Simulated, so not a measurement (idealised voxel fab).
Module name: voxel capacitor over wiring (process module)
300 nm wide, 5 nm square cells: that's cross-section cut.
Cross-section format: a grid of square cells, given as bands from top to bottom; each band is one or more rows of cells.
Per band: top height and bottom height in nm, followed by the left-to-right materials and their widths in nm; "full width" marks a single material spanning edge to edge, "blank" marks empty space.
For the purposes of this specification, 0 denotes the height below which the wafer in its as-received condition is composed wholly of one material, and the lowermost band, lacking a lower limit, extends downward without end, as expressed in "top 0, no bottom".
With a width like "30..40", each row of cells in the band differs from the next by the same amount, the top row carrying the first number and the bottom row the second.
Any step labelled "remained the same" changed none of the cells in the cross-section.
Look at "Closed void roster" for the closed voids: empty spaces with no open path to the top, sized 8 cells or up. Each is width x height at distance, distance from the left edge, all nm.
Step line, after settings: the simulator's comment on this step.
Steps that use a mask can have "overlay nm" on their line. It says how far the mask sat to the right of where it was meant to be. Negative means to the left.
LIST OF PLANNED PROCESS STEPS
1) RECEIVE | material Si
2) CONFORMAL_DEP | material SiO2 | thk nm 10
3) CONFORMAL_DEP | material SiN | thk nm 5
4) DIRECTIONAL_DEP | material SiO2 | thk nm 20
5) DIRECTIONAL_DEP | material aC | thk nm 10
6) PATTERN | tone open | mask id METAL_1 | material resist | width nm 20 | pitch nm 75 | thk nm 30 | overlay nm 0
7) DIRECTIONAL_ETCH | etch materials aC | depth nm 10
8) STRIP | etch materials resist
9) DIRECTIONAL_ETCH | etch materials SiO2 | depth nm 20
10) DIRECTIONAL_ETCH | etch materials SiN | depth nm 5
11) STRIP | etch materials aC
12) CONFORMAL_DEP | material TiN | thk nm 5
13) FILL_DEP | material Cu | thk nm 10
14) CMP | height nm 35
15) CONFORMAL_DEP | material SiCN | thk nm 5
16) DIRECTIONAL_DEP | material lowk | thk nm 10
17) DIRECTIONAL_DEP | material aC | thk nm 10
18) PATTERN | tone open | mask id PLUG_1 | material resist | width nm 15 | thk nm 30 | overlay nm 0
19) DIRECTIONAL_ETCH | etch materials aC | depth nm 10
20) STRIP | etch materials resist
21) DIRECTIONAL_ETCH | etch materials lowk | depth nm 10
22) DIRECTIONAL_ETCH | etch materials SiCN | depth nm 5
23) STRIP | etch materials aC
24) CONFORMAL_DEP | material TiN | thk nm 5
25) FILL_DEP | material W | thk nm 10
26) CMP | height nm 50
27) DIRECTIONAL_DEP | material TiN | thk nm 10
28) DIRECTIONAL_DEP | material Al2O3 | thk nm 5
29) DIRECTIONAL_DEP | material TiN | thk nm 10
30) MASKED_ETCH | tone cover | mask id UPPER_PLATE | width nm 60 | etch materials TiN | depth nm 10 | overlay nm 0
31) MASKED_ETCH | tone cover | mask id UPPER_PLATE | width nm 60 | etch materials Al2O3 | depth nm 5 | overlay nm 0
32) MASKED_ETCH | tone cover | mask id LOWER_PLATE | width nm 70 | etch materials TiN | depth nm 10 | overlay nm 0
33) FILL_DEP | material SiO2 | thk nm 15
34) CMP | height nm 85
35) MASKED_ETCH | tone open | mask id PLUG_2 | width nm 15 | etch materials SiO2 | depth nm 10 | overlay nm 0
36) CONFORMAL_DEP | material TiN | thk nm 5
37) FILL_DEP | material Cu | thk nm 10
38) CMP | height nm 85
39) CONFORMAL_DEP | material SiN | thk nm 5
FIRST OUT OF TWO WAFERS; RUN WENT TO PLAN
CROSS-SECTION: WAFER ON ARRIVAL = AFTER STEP 1
* top 0, no bottom | Si full width
* Closed void roster: none
WAFER AFTER STEP 2 (CROSS-SECTION)
* top 10, bottom 0 | SiO2 full width
* Heights below 0 show no change.
WAFER AFTER STEP 3 (CROSS-SECTION)
* top 15, bottom 10 | SiN full width
* Heights below 10 show no change.
WAFER AFTER STEP 4 (CROSS-SECTION)
* top 35, bottom 15 | SiO2 full width
* Heights below 15 show no change.
WAFER AFTER STEP 5 (CROSS-SECTION)
* top 45, bottom 35 | aC full width
* Heights below 35 show no change.
WAFER AFTER STEP 6 (CROSS-SECTION)
* top 75, bottom 45 | 100 of resist | 20 of blank | 55 of resist | 20 of blank | 105 of resist
* Heights below 45 show no change.
WAFER AFTER STEP 7 (CROSS-SECTION)
* top 65, bottom 45 | 100 of resist | 20 of blank | 55 of resist | 20 of blank | 105 of resist
* top 45, bottom 35 | 100 of aC | 20 of blank | 55 of aC | 20 of blank | 105 of aC
* Heights below 35 show no change.
WAFER AFTER STEP 8 (CROSS-SECTION)
* top 45, bottom 35 | 100 of aC | 20 of blank | 55 of aC | 20 of blank | 105 of aC
* Heights below 35 show no change.
WAFER AFTER STEP 9 (CROSS-SECTION)
* top 45, bottom 35 | 100 of aC | 20 of blank | 55 of aC | 20 of blank | 105 of aC
* top 35, bottom 15 | 100 of SiO2 | 20 of blank | 55 of SiO2 | 20 of blank | 105 of SiO2
* Heights below 15 show no change.
WAFER AFTER STEP 10 (CROSS-SECTION)
* top 45, bottom 35 | 100 of aC | 20 of blank | 55 of aC | 20 of blank | 105 of aC
* top 35, bottom 15 | 100 of SiO2 | 20 of blank | 55 of SiO2 | 20 of blank | 105 of SiO2
* top 15, bottom 10 | 100 of SiN | 20 of blank | 55 of SiN | 20 of blank | 105 of SiN
* Heights below 10 show no change.
WAFER AFTER STEP 11 (CROSS-SECTION)
* top 35, bottom 15 | 100 of SiO2 | 20 of blank | 55 of SiO2 | 20 of blank | 105 of SiO2
* Heights below 15 show no change.
WAFER AFTER STEP 12 (CROSS-SECTION)
* top 40, bottom 35 | 105 of TiN | 10 of blank | 65 of TiN | 10 of blank | 110 of TiN
* top 35, bottom 15 | 100 of SiO2 | 5 of TiN | 10 of blank | 5 of TiN | 55 of SiO2 | 5 of TiN | 10 of blank | 5 of TiN | 105 of SiO2
* top 15, bottom 10 | 100 of SiN | 20 of TiN | 55 of SiN | 20 of TiN | 105 of SiN
* Heights below 10 show no change.
WAFER AFTER STEP 13 (CROSS-SECTION)
* top 50, bottom 40 | Cu full width
* top 40, bottom 35 | 105 of TiN | 10 of Cu | 65 of TiN | 10 of Cu | 110 of TiN
* top 35, bottom 15 | 100 of SiO2 | 5 of TiN | 10 of Cu | 5 of TiN | 55 of SiO2 | 5 of TiN | 10 of Cu | 5 of TiN | 105 of SiO2
* Heights below 15 show no change.
WAFER AFTER STEP 14 (CROSS-SECTION)
* top 35, bottom 15 | 100 of SiO2 | 5 of TiN | 10 of Cu | 5 of TiN | 55 of SiO2 | 5 of TiN | 10 of Cu | 5 of TiN | 105 of SiO2
* Heights below 15 show no change.
WAFER AFTER STEP 15 (CROSS-SECTION)
* top 40, bottom 35 | SiCN full width
* Heights below 35 show no change.
WAFER AFTER STEP 16 (CROSS-SECTION)
* top 50, bottom 40 | lowk full width
* Heights below 40 show no change.
WAFER AFTER STEP 17 (CROSS-SECTION)
* top 60, bottom 50 | aC full width
* Heights below 50 show no change.
WAFER AFTER STEP 18 (CROSS-SECTION)
* top 90, bottom 60 | 105 of resist | 15 of blank | 180 of resist
* Heights below 60 show no change.
WAFER AFTER STEP 19 (CROSS-SECTION)
* top 80, bottom 60 | 105 of resist | 15 of blank | 180 of resist
* top 60, bottom 50 | 105 of aC | 15 of blank | 180 of aC
* Heights below 50 show no change.
WAFER AFTER STEP 20 (CROSS-SECTION)
* top 60, bottom 50 | 105 of aC | 15 of blank | 180 of aC
* Heights below 50 show no change.
WAFER AFTER STEP 21 (CROSS-SECTION)
* top 60, bottom 50 | 105 of aC | 15 of blank | 180 of aC
* top 50, bottom 40 | 105 of lowk | 15 of blank | 180 of lowk
* Heights below 40 show no change.
WAFER AFTER STEP 22 (CROSS-SECTION)
* top 60, bottom 50 | 105 of aC | 15 of blank | 180 of aC
* top 50, bottom 40 | 105 of lowk | 15 of blank | 180 of lowk
* top 40, bottom 35 | 105 of SiCN | 15 of blank | 180 of SiCN
* Heights below 35 show no change.
WAFER AFTER STEP 23 (CROSS-SECTION)
* top 50, bottom 40 | 105 of lowk | 15 of blank | 180 of lowk
* Heights below 40 show no change.
WAFER AFTER STEP 24 (CROSS-SECTION)
* top 55, bottom 50 | 110 of TiN | 5 of blank | 185 of TiN
* top 50, bottom 40 | 105 of lowk | 5 of TiN | 5 of blank | 5 of TiN | 180 of lowk
* top 40, bottom 35 | 105 of SiCN | 15 of TiN | 180 of SiCN
* Heights below 35 show no change.
WAFER AFTER STEP 25 (CROSS-SECTION)
* top 65, bottom 55 | W full width
* top 55, bottom 50 | 110 of TiN | 5 of W | 185 of TiN
* top 50, bottom 40 | 105 of lowk | 5 of TiN | 5 of W | 5 of TiN | 180 of lowk
* Heights below 40 show no change.
WAFER AFTER STEP 26 (CROSS-SECTION)
* top 50, bottom 40 | 105 of lowk | 5 of TiN | 5 of W | 5 of TiN | 180 of lowk
* Heights below 40 show no change.
WAFER AFTER STEP 27 (CROSS-SECTION)
* top 60, bottom 50 | TiN full width
* Heights below 50 show no change.
WAFER AFTER STEP 28 (CROSS-SECTION)
* top 65, bottom 60 | Al2O3 full width
* Heights below 60 show no change.
WAFER AFTER STEP 29 (CROSS-SECTION)
* top 75, bottom 65 | TiN full width
* Heights below 65 show no change.
WAFER AFTER STEP 30 (CROSS-SECTION)
* top 75, bottom 65 | 105 of blank | 60 of TiN | 135 of blank
* Heights below 65 show no change.
WAFER AFTER STEP 31 (CROSS-SECTION)
* top 75, bottom 65 | 105 of blank | 60 of TiN | 135 of blank
* top 65, bottom 60 | 105 of blank | 60 of Al2O3 | 135 of blank
* Heights below 60 show no change.
WAFER AFTER STEP 32 (CROSS-SECTION)
* top 75, bottom 65 | 105 of blank | 60 of TiN | 135 of blank
* top 65, bottom 60 | 105 of blank | 60 of Al2O3 | 135 of blank
* top 60, bottom 50 | 100 of blank | 70 of TiN | 130 of blank
* Heights below 50 show no change.
WAFER AFTER STEP 33 (CROSS-SECTION)
* top 90, bottom 75 | SiO2 full width
* top 75, bottom 65 | 105 of SiO2 | 60 of TiN | 135 of SiO2
* top 65, bottom 60 | 105 of SiO2 | 60 of Al2O3 | 135 of SiO2
* top 60, bottom 50 | 100 of SiO2 | 70 of TiN | 130 of SiO2
* Heights below 50 show no change.
WAFER AFTER STEP 34 (CROSS-SECTION)
* top 85, bottom 75 | SiO2 full width
* Heights below 75 show no change.
WAFER AFTER STEP 35 (CROSS-SECTION)
* top 85, bottom 75 | 115 of SiO2 | 15 of blank | 170 of SiO2
* Heights below 75 show no change.
WAFER AFTER STEP 36 (CROSS-SECTION)
* top 90, bottom 85 | 120 of TiN | 5 of blank | 175 of TiN
* top 85, bottom 80 | 115 of SiO2 | 5 of TiN | 5 of blank | 5 of TiN | 170 of SiO2
* top 80, bottom 75 | 115 of SiO2 | 15 of TiN | 170 of SiO2
* Heights below 75 show no change.
WAFER AFTER STEP 37 (CROSS-SECTION)
* top 100, bottom 90 | Cu full width
* top 90, bottom 85 | 120 of TiN | 5 of Cu | 175 of TiN
* top 85, bottom 80 | 115 of SiO2 | 5 of TiN | 5 of Cu | 5 of TiN | 170 of SiO2
* Heights below 80 show no change.
WAFER AFTER STEP 38 (CROSS-SECTION)
* top 85, bottom 80 | 115 of SiO2 | 5 of TiN | 5 of Cu | 5 of TiN | 170 of SiO2
* Heights below 80 show no change.
WAFER AFTER STEP 39 (CROSS-SECTION)
* top 90, bottom 85 | SiN full width
* Heights below 85 show no change.
REGARDING THE SECOND OF THE TWO WAFERS: IT SHARED THE FIRST WAFER'S STARTING CONDITION AND PROCESS PLAN, YET ONE ERROR OCCURRED DURING ITS EXECUTION. ITS HISTORY COINCIDES WITH THAT OF THE FIRST WAFER UP TO AND INCLUDING STEP 28
SECOND WAFER PROFILE IN SECTION, AT THE MOMENT STEP 29 OF THE PLAN WAS MEANT TO BE COMPLETE
* top 80, bottom 65 | TiN full width
* Heights below 65 show no change.
SECOND WAFER PROFILE IN SECTION, AT THE MOMENT STEP 30 OF THE PLAN WAS MEANT TO BE COMPLETE
* top 80, bottom 70 | 105 of blank | 60 of TiN | 135 of blank
* Heights below 70 show no change.
Second wafer profile in section, at the moment step 31 of the plan was meant to be complete: remained the same
SECOND WAFER PROFILE IN SECTION, AT THE MOMENT STEP 32 OF THE PLAN WAS MEANT TO BE COMPLETE
* top 80, bottom 70 | 105 of blank | 60 of TiN | 135 of blank
* top 70, bottom 65 | 100 of blank | 70 of TiN | 130 of blank
* Heights below 65 show no change.
SECOND WAFER PROFILE IN SECTION, AT THE MOMENT STEP 33 OF THE PLAN WAS MEANT TO BE COMPLETE
* top 95, bottom 80 | SiO2 full width
* top 80, bottom 70 | 105 of SiO2 | 60 of TiN | 135 of SiO2
* top 70, bottom 65 | 100 of SiO2 | 70 of TiN | 130 of SiO2
* Heights below 65 show no change.
SECOND WAFER PROFILE IN SECTION, AT THE MOMENT STEP 34 OF THE PLAN WAS MEANT TO BE COMPLETE
* top 85, bottom 80 | SiO2 full width
* Heights below 80 show no change.
SECOND WAFER PROFILE IN SECTION, AT THE MOMENT STEP 35 OF THE PLAN WAS MEANT TO BE COMPLETE
* top 85, bottom 80 | 115 of SiO2 | 15 of blank | 170 of SiO2
* Heights below 80 show no change.
SECOND WAFER PROFILE IN SECTION, AT THE MOMENT STEP 36 OF THE PLAN WAS MEANT TO BE COMPLETE
* top 90, bottom 85 | 120 of TiN | 5 of blank | 175 of TiN
* top 85, bottom 80 | 115 of SiO2 | 15 of TiN | 170 of SiO2
* Heights below 80 show no change.
SECOND WAFER PROFILE IN SECTION, AT THE MOMENT STEP 37 OF THE PLAN WAS MEANT TO BE COMPLETE
* top 100, bottom 90 | Cu full width
* top 90, bottom 85 | 120 of TiN | 5 of Cu | 175 of TiN
* Heights below 85 show no change.
SECOND WAFER PROFILE IN SECTION, AT THE MOMENT STEP 38 OF THE PLAN WAS MEANT TO BE COMPLETE
* top 85, bottom 80 | 115 of SiO2 | 15 of TiN | 170 of SiO2
* Heights below 80 show no change.
SECOND WAFER PROFILE IN SECTION, AT THE MOMENT STEP 39 OF THE PLAN WAS MEANT TO BE COMPLETE
* top 90, bottom 85 | SiN full width
* Heights below 85 show no change.
What was done differently from what was planned? step 29, actual vs plan mismatch, actual run DIRECTIONAL_DEP | material TiN | thk nm 15
Wafer comparison, final, in cells, second relative to first, materials more or fewer: 48 more of Al2O3 | 1 fewer of Cu | 151 fewer of SiO2 | 104 more of TiN
